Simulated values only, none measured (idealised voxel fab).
process module | voxel transistor to metal
cross-section cut | 140 nm wide | cells 5 nm
A cross-section is a grid of square cells, given in bands from the top down. A band is one or more rows of cells.
Each band's line starts with the height of the band's top and of its bottom, in nm. Then come its materials from left to right, each with its width in nm. One material with "throughout" fills the band from edge to edge. "air" is empty space.
Height 0 is the level under which the wafer as received is all one material. The lowest band goes on downwards, as in "0 down".
A width such as "30 to 40" changes by the same amount from each row of cells to the next, from the band's top row to its bottom row.
"no change" after a step means that no cell of the cross-section changed.
closed voids: empty space of 8 cells or more with no open way to the top, each as width x height at its distance from the left edge, in nm
after a step's settings: what the simulator itself notes on the step
overlay nm, on a step with a mask: how far to the right of its planned place the mask lay; to the left if negative
plan
1 op RECEIVE | material Si
2 op CONFORMAL_DEP | material SiO2 | thk nm 5
3 op CONFORMAL_DEP | material SiN | thk nm 10
4 op MASKED_ETCH | tone cover | mask id ACTIVE | width nm 110 | etch materials SiN | depth nm 10 | overlay nm 0
5 op MASKED_ETCH | tone cover | mask id ACTIVE | width nm 110 | etch materials SiO2 | depth nm 5 | overlay nm 0
6 op MASKED_ETCH | tone cover | mask id ACTIVE | width nm 110 | etch materials Si | depth nm 25 | overlay nm 0
7 op FILL_DEP | material SiO2 | thk nm 10
8 op CMP | height nm 15
9 op SELECTIVE_ETCH | etch materials SiO2 | depth nm 5
10 op STRIP | etch materials SiN
11 op SELECTIVE_ETCH | etch materials SiO2 | depth nm 5
12 op OXIDIZE | depth nm 5
13 op DIRECTIONAL_DEP | material polySi | thk nm 20
14 op DIRECTIONAL_DEP | material SiCN | thk nm 15
15 op PATTERN | tone cover | mask id GATE | material resist | width nm 20 | thk nm 15 | overlay nm 0
16 op DIRECTIONAL_ETCH | etch materials SiCN | depth nm 25
17 op DIRECTIONAL_ETCH | etch materials polySi | depth nm 30
18 op STRIP | etch materials resist
19 op CONFORMAL_DEP | material SiN | thk nm 5
20 op DIRECTIONAL_ETCH | etch materials SiN | depth nm 5
21 op DIRECTIONAL_ETCH | etch materials SiO2 | depth nm 5
22 op DIRECTIONAL_ETCH | etch materials Si | depth nm 5
23 op EPI | material pSi | thk nm 5
24 op FILL_DEP | material SiO2 | thk nm 10
25 op CMP | height nm 35
26 op DIRECTIONAL_DEP | material SiO2 | thk nm 10
27 op DIRECTIONAL_DEP | material aC | thk nm 15
28 op PATTERN | tone open | mask id CONTACT | material resist | width nm 30 | pitch nm 60 | thk nm 35 | overlay nm 0
29 op DIRECTIONAL_ETCH | etch materials aC | depth nm 15
30 op STRIP | etch materials resist
31 op DIRECTIONAL_ETCH | etch materials SiO2 | depth nm 50
32 op STRIP | etch materials aC
33 op CONFORMAL_DEP | material TiN | thk nm 5
34 op FILL_DEP | material W | thk nm 5
35 op CMP | height nm 45
36 op DIRECTIONAL_DEP | material TiN | thk nm 5
37 op DIRECTIONAL_DEP | material W | thk nm 20
38 op MASKED_ETCH | tone cover | mask id METAL_1 | width nm 15 | pitch nm 75 | etch materials W | depth nm 20 | overlay nm 0
39 op MASKED_ETCH | tone cover | mask id METAL_1 | width nm 15 | pitch nm 75 | etch materials TiN | depth nm 5 | overlay nm 0
40 op CONFORMAL_DEP | material SiN | thk nm 5
41 op FILL_DEP | material SiO2 | thk nm 5
42 op CMP | height nm 70
43 op CONFORMAL_DEP | material SiCN | thk nm 5
varied across the wafers: thk nm of step 2. The plan shows the first wafer's value. All wafers start alike
first wafer as received, after step 1
  0 down: Si throughout
  closed voids: none
each wafer at the end: cells of each material gained (+) or lost (-) since it was received, then its closed voids
thk nm 5 | -68 Si | +40 SiCN | +54 SiN | +212 SiO2 | +54 TiN | +94 W | +18 pSi | +16 polySi | closed voids: none
thk nm 10 | -22 Si | +36 SiCN | +50 SiN | +180 SiO2 | +50 TiN | +86 W | +24 pSi | +16 polySi | closed voids: none
thk nm 15 | -22 Si | +36 SiCN | +50 SiN | +180 SiO2 | +50 TiN | +86 W | +24 pSi | +16 polySi | closed voids: none
thk nm 20 | -22 Si | +36 SiCN | +50 SiN | +180 SiO2 | +50 TiN | +86 W | +24 pSi | +16 polySi | closed voids: none
